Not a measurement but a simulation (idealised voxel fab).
voxel gate over fins: a process module
FYI the section here is cut, 275 nm wide, cells are 5 nm squares.
A cross-section is a grid of square cells, given in bands from the top down. A band is one or more rows of cells.
For a band, the entry starts with two heights in nm, that of the top and then that of the bottom, and carries on with the band's materials in order from left to right, each alongside its width in nm; the word "everywhere" beside a single material means it fills the band edge to edge, and "empty" means empty space.
Note: height 0 marks the level under which the wafer is uniformly one material as received. Lowest band unbounded below, written "from 0 down".
Graded width ("30 to 40"): value in top row of band = first number; value in bottom row = second number; row-to-row change constant.
Where the words "no change" appear for a step, the cross-section shows no cell changed by that step; every cell remained as before.
Closed void inventory: empty space of 8 cells or more with no open way to the top, each as width x height at its distance from the left edge, in nm
That trailing text on a step's line, after the settings, is the simulator's own remark on the step.
If you see "overlay nm" on a step's line and that step has a mask, it's telling you how far right of where it was planned the mask ended up; a negative number means it went left instead.

[Planned step list for the process]
- 1: op RECEIVE | material Si
- 2: op CONFORMAL_DEP | material SiN | thk nm 10
- 3: op PATTERN | tone cover | mask id FINS | material resist | width nm 15 | pitch nm 60 | thk nm 15 | overlay nm 0
- 4: op DIRECTIONAL_ETCH | etch materials SiN | depth nm 10
- 5: op DIRECTIONAL_ETCH | etch materials Si | depth nm 30
- 6: op STRIP | etch materials resist
- 7: op OXIDIZE | depth nm 5
- 8: op FILL_DEP | material SiO2 | thk nm 5
- 9: op CMP | height nm 10
- 10: op MASKED_ETCH | tone open | mask id RAIL | width nm 15 | etch materials SiO2 | depth nm 35 | overlay nm 0
- 11: op CONFORMAL_DEP | material TiN | thk nm 5
- 12: op FILL_DEP | material W | thk nm 5
- 13: op CMP | height nm 10
- 14: op SELECTIVE_ETCH | etch materials W Ru TiN | depth nm 30
- 15: op FILL_DEP | material SiO2 | thk nm 5
- 16: op CMP | height nm 10
- 17: op SELECTIVE_ETCH | etch materials SiO2 | depth nm 25
- 18: op STRIP | etch materials SiN
- 19: op CONFORMAL_DEP | material HfO2 | thk nm 5
- 20: op CONFORMAL_DEP | material TiN | thk nm 5
- 21: op CONFORMAL_DEP | material TiAl | thk nm 5
- 22: op CONFORMAL_DEP | material TiN | thk nm 5
- 23: op FILL_DEP | material W | thk nm 15
- 24: op CMP | height nm 30
- 25: op CONFORMAL_DEP | material SiCN | thk nm 5

[Incoming wafer, cross-sectional view, post step 1]
* from 0 down: Si everywhere
* Closed void inventory: none

[Post-module cross-section of the first of two wafers (run per plan)]
* from 35 to 30: SiCN everywhere
* from 30 to 20: W everywhere
* from 20 to 15: W 55 nm, TiN 45 nm, W 15 nm, TiN 45 nm, W 15 nm, TiN 45 nm, W 55 nm
* from 15 to 10: W 55 nm, TiN 5 nm, TiAl 35 nm, TiN 5 nm, W 15 nm, TiN 5 nm, TiAl 35 nm, TiN 5 nm, W 15 nm, TiN 5 nm, TiAl 35 nm, TiN 5 nm, W 55 nm
* from 10 to 5: W 55 nm, TiN 5 nm, TiAl 5 nm, TiN 25 nm, TiAl 5 nm, TiN 5 nm, W 15 nm, TiN 5 nm, TiAl 5 nm, TiN 25 nm, TiAl 5 nm, TiN 5 nm, W 15 nm, TiN 5 nm, TiAl 5 nm, TiN 25 nm, TiAl 5 nm, TiN 5 nm, W 55 nm
* from 5 to 0: TiN 60 nm, TiAl 5 nm, TiN 5 nm, HfO2 15 nm, TiN 5 nm, TiAl 5 nm, TiN 25 nm, TiAl 5 nm, TiN 5 nm, HfO2 15 nm, TiN 5 nm, TiAl 5 nm, TiN 25 nm, TiAl 5 nm, TiN 5 nm, HfO2 15 nm, TiN 5 nm, TiAl 5 nm, TiN 60 nm
* from 0 to -5: TiAl 65 nm, TiN 5 nm, HfO2 5 nm, Si 5 nm, HfO2 5 nm, TiN 5 nm, TiAl 35 nm, TiN 5 nm, HfO2 5 nm, Si 5 nm, HfO2 5 nm, TiN 5 nm, TiAl 35 nm, TiN 5 nm, HfO2 5 nm, Si 5 nm, HfO2 5 nm, TiN 5 nm, TiAl 65 nm
* from -5 to -10: TiN 70 nm, HfO2 5 nm, Si 5 nm, HfO2 5 nm, TiN 45 nm, HfO2 5 nm, Si 5 nm, HfO2 5 nm, TiN 45 nm, HfO2 5 nm, Si 5 nm, HfO2 5 nm, TiN 70 nm
* from -10 to -15: HfO2 75 nm, Si 5 nm, HfO2 55 nm, Si 5 nm, HfO2 55 nm, Si 5 nm, HfO2 75 nm
* from -15 to -20: SiO2 75 nm, Si 5 nm, SiO2 55 nm, Si 5 nm, SiO2 55 nm, Si 5 nm, SiO2 75 nm
* from -20 to -25: SiO2 75 nm, Si 5 nm, SiO2 20 nm, TiN 15 nm, SiO2 20 nm, Si 5 nm, SiO2 55 nm, Si 5 nm, SiO2 75 nm
* from -25 to -35: SiO2 75 nm, Si 5 nm, SiO2 55 nm, Si 5 nm, SiO2 55 nm, Si 5 nm, SiO2 75 nm
* from -35 down: Si everywhere
* Closed void inventory: none

[Cross-section, wafer two of two, end of module: same start and plan as wafer one, one error in execution]
* from 35 to 30: SiCN everywhere
* from 30 to 20: W everywhere
* from 20 to 15: W 55 nm, TiN 45 nm, W 15 nm, TiN 45 nm, W 15 nm, TiN 45 nm, W 55 nm
* from 15 to 10: W 55 nm, TiN 5 nm, TiAl 35 nm, TiN 5 nm, W 15 nm, TiN 5 nm, TiAl 35 nm, TiN 5 nm, W 15 nm, TiN 5 nm, TiAl 35 nm, TiN 5 nm, W 55 nm
* from 10 to 5: W 55 nm, TiN 5 nm, TiAl 5 nm, TiN 25 nm, TiAl 5 nm, TiN 5 nm, W 15 nm, TiN 5 nm, TiAl 5 nm, TiN 25 nm, TiAl 5 nm, TiN 5 nm, W 15 nm, TiN 5 nm, TiAl 5 nm, TiN 25 nm, TiAl 5 nm, TiN 5 nm, W 55 nm
* from 5 to 0: TiN 60 nm, TiAl 5 nm, TiN 5 nm, HfO2 15 nm, TiN 5 nm, TiAl 5 nm, TiN 25 nm, TiAl 5 nm, TiN 5 nm, HfO2 15 nm, TiN 5 nm, TiAl 5 nm, TiN 25 nm, TiAl 5 nm, TiN 5 nm, HfO2 15 nm, TiN 5 nm, TiAl 5 nm, TiN 60 nm
* from 0 to -5: TiAl 65 nm, TiN 5 nm, HfO2 5 nm, Si 5 nm, HfO2 5 nm, TiN 5 nm, TiAl 35 nm, TiN 5 nm, HfO2 5 nm, Si 5 nm, HfO2 5 nm, TiN 5 nm, TiAl 35 nm, TiN 5 nm, HfO2 5 nm, Si 5 nm, HfO2 5 nm, TiN 5 nm, TiAl 65 nm
* from -5 to -10: TiN 70 nm, HfO2 5 nm, Si 5 nm, HfO2 5 nm, TiN 45 nm, HfO2 5 nm, Si 5 nm, HfO2 5 nm, TiN 45 nm, HfO2 5 nm, Si 5 nm, HfO2 5 nm, TiN 70 nm
* from -10 to -15: HfO2 75 nm, Si 5 nm, HfO2 55 nm, Si 5 nm, HfO2 55 nm, Si 5 nm, HfO2 75 nm
* from -15 to -20: SiO2 75 nm, Si 5 nm, SiO2 55 nm, Si 5 nm, SiO2 55 nm, Si 5 nm, SiO2 75 nm
* from -20 to -25: SiO2 75 nm, Si 5 nm, SiO2 20 nm, TiN 15 nm, SiO2 20 nm, Si 5 nm, SiO2 55 nm, Si 5 nm, SiO2 75 nm
* from -25 to -45: SiO2 75 nm, Si 5 nm, SiO2 55 nm, Si 5 nm, SiO2 55 nm, Si 5 nm, SiO2 75 nm
* from -45 down: Si everywhere
* Closed void inventory: none
Nonconformance to the process plan: step 5 ran as: op DIRECTIONAL_ETCH | etch materials Si | depth nm 40
End of process, cell counts, second wafer against first, materials with more or fewer: 104 fewer of Si, 104 more of SiO2
